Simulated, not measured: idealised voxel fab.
You're looking at the process module voxel capacitor over wiring.
This is section cut - it's 215 nm across, gridded in 5 nm square cells.
Cross-section format: a grid of square cells, given as bands from top to bottom; each band is one or more rows of cells.
Band: top and bottom heights (nm) first, top before bottom; then materials from left to right, widths in nm. "full width" marks a sole material filling the band edge to edge. "blank" denotes empty space.
For the purposes of this specification, 0 denotes the height below which the wafer in its as-received condition is composed wholly of one material, and the lowermost band, lacking a lower limit, extends downward without end, as expressed in "0 -> down".
Per-row width for "30 to 40": begins at first number (top row of band), ends at second number (bottom row), increment between rows held constant.
"changes: none" after a step means that no cell of the cross-section changed.
Closed empty spaces (no open way to the top) of 8 cells or more are what "Closed voids list" lists, each as width x height at distance from the left edge, nm for all three.
Where a step's line continues beyond its settings, the continuation is a remark by the simulator itself on that step.
What "overlay nm" on a step's line means: if the step has a mask, that mask lay this far to the right of its planned place, or, when the value is negative, to the left.
# The steps planned for the process are as follows
1 RECEIVE [material Si]
2 CONFORMAL_DEP [material SiO2] [thk nm 10]
3 DIRECTIONAL_DEP [material TiN] [thk nm 5]
4 DIRECTIONAL_DEP [material Ru] [thk nm 20]
5 DIRECTIONAL_DEP [material aC] [thk nm 15]
6 PATTERN [tone cover] [mask id METAL_1] [material resist] [width nm 30] [pitch nm 95] [thk nm 30] [overlay nm 0]
7 DIRECTIONAL_ETCH [etch materials aC] [depth nm 15]
8 STRIP [etch materials resist]
9 DIRECTIONAL_ETCH [etch materials Ru] [depth nm 20]
10 DIRECTIONAL_ETCH [etch materials TiN] [depth nm 5]
11 STRIP [etch materials aC]
12 CONFORMAL_DEP [material SiN] [thk nm 5]
13 FILL_DEP [material lowk] [thk nm 10]
14 CMP [height nm 35]
15 CONFORMAL_DEP [material SiCN] [thk nm 5]
16 DIRECTIONAL_DEP [material SiO2] [thk nm 20]
17 MASKED_ETCH [tone open] [mask id PLUG_1] [width nm 15] [etch materials SiO2] [depth nm 20] [overlay nm 0]
18 MASKED_ETCH [tone open] [mask id PLUG_1] [width nm 15] [etch materials SiCN] [depth nm 5] [overlay nm 0]
19 CONFORMAL_DEP [material TiN] [thk nm 5]
20 FILL_DEP [material Ru] [thk nm 5]
21 CMP [height nm 60]
22 DIRECTIONAL_DEP [material TiN] [thk nm 5]
23 DIRECTIONAL_DEP [material HfO2] [thk nm 5]
24 DIRECTIONAL_DEP [material TiN] [thk nm 5]
25 PATTERN [tone cover] [mask id UPPER_PLATE] [material resist] [width nm 70] [thk nm 15] [overlay nm 0]
26 DIRECTIONAL_ETCH [etch materials TiN] [depth nm 5]
27 DIRECTIONAL_ETCH [etch materials HfO2] [depth nm 5]
28 STRIP [etch materials resist]
29 PATTERN [tone cover] [mask id LOWER_PLATE] [material resist] [width nm 80] [thk nm 20] [overlay nm 0]
30 DIRECTIONAL_ETCH [etch materials TiN] [depth nm 5]
31 STRIP [etch materials resist]
32 FILL_DEP [material SiO2] [thk nm 20]
33 CMP [height nm 90]
34 PATTERN [tone open] [mask id PLUG_2] [material resist] [width nm 15] [thk nm 20] [overlay nm 0]
35 DIRECTIONAL_ETCH [etch materials SiO2] [depth nm 15]
36 STRIP [etch materials resist]
37 CONFORMAL_DEP [material TiN] [thk nm 5]
38 FILL_DEP [material Cu] [thk nm 10]
39 CMP [height nm 90]
40 CONFORMAL_DEP [material SiCN] [thk nm 5]
Every wafer here starts from the same state; it is the step 19 thk nm that distinguishes them, and the value the plan gives belongs to the first wafer.
# Cross-section of the first of several received wafers, showing its state after step 1
- 0 -> down  Si full width
- Closed voids list: none
# Cross-sectional representation of the first of several wafers at the end of the module, i.e. after its terminal step, step 40
- 95 -> 90  SiCN full width
- 90 -> 80  SiO2 70 nm, then TiN 5 nm, then Cu 5 nm, then TiN 5 nm, then SiO2 130 nm
- 80 -> 70  SiO2 70 to 60 nm, then TiN 15 to 70 nm, then SiO2 130 to 85 nm
- 70 -> 65  SiO2 60 nm, then HfO2 70 nm, then SiO2 85 nm
- 65 -> 60  SiO2 55 nm, then TiN 80 nm, then SiO2 80 nm
- 60 -> 40  SiO2 60 nm, then TiN 5 nm, then Ru 5 nm, then TiN 5 nm, then SiO2 140 nm
- 40 -> 35  SiCN 60 nm, then TiN 15 nm, then SiCN 140 nm
- 35 -> 15  lowk 40 nm, then SiN 5 nm, then Ru 30 nm, then SiN 5 nm, then lowk 55 nm, then SiN 5 nm, then Ru 30 nm, then SiN 5 nm, then lowk 40 nm
- 15 -> 10  SiN 45 nm, then TiN 30 nm, then SiN 65 nm, then TiN 30 nm, then SiN 45 nm
- 10 -> 0  SiO2 full width
- 0 -> down  Si full width
- Closed voids list: none
# The final wafer, sectioned at module end
- 95 -> 90  SiCN full width
- 90 -> 80  SiO2 70 nm, then TiN 5 nm, then Cu 5 nm, then TiN 5 nm, then SiO2 130 nm
- 80 -> 70  SiO2 70 to 60 nm, then TiN 15 to 70 nm, then SiO2 130 to 85 nm
- 70 -> 65  SiO2 60 nm, then HfO2 70 nm, then SiO2 85 nm
- 65 -> 60  SiO2 55 nm, then TiN 80 nm, then SiO2 80 nm
- 60 -> 40  SiO2 60 nm, then TiN 15 nm, then SiO2 140 nm
- 40 -> 35  SiCN 60 nm, then TiN 15 nm, then SiCN 140 nm
- 35 -> 15  lowk 40 nm, then SiN 5 nm, then Ru 30 nm, then SiN 5 nm, then lowk 55 nm, then SiN 5 nm, then Ru 30 nm, then SiN 5 nm, then lowk 40 nm
- 15 -> 10  SiN 45 nm, then TiN 30 nm, then SiN 65 nm, then TiN 30 nm, then SiN 45 nm
- 10 -> 0  SiO2 full width
- 0 -> down  Si full width
- Closed voids list: none
# Every row in this table is a wafer at the end of the module, and it gives, for each of the materials, the cells that wafer has gained (+) or lost (-) since it was received, then its closed voids
thk nm 5, +2 Cu, +14 HfO2, +52 Ru, +83 SiCN, +47 SiN, +451 SiO2, +60 TiN, +108 lowk, Closed voids list: none
thk nm 10, +2 Cu, +14 HfO2, +48 Ru, +83 SiCN, +47 SiN, +451 SiO2, +64 TiN, +108 lowk, Closed voids list: none
thk nm 15, +2 Cu, +14 HfO2, +48 Ru, +83 SiCN, +47 SiN, +451 SiO2, +64 TiN, +108 lowk, Closed voids list: none
thk nm 20, +2 Cu, +14 HfO2, +48 Ru, +83 SiCN, +47 SiN, +451 SiO2, +64 TiN, +108 lowk, Closed voids list: none
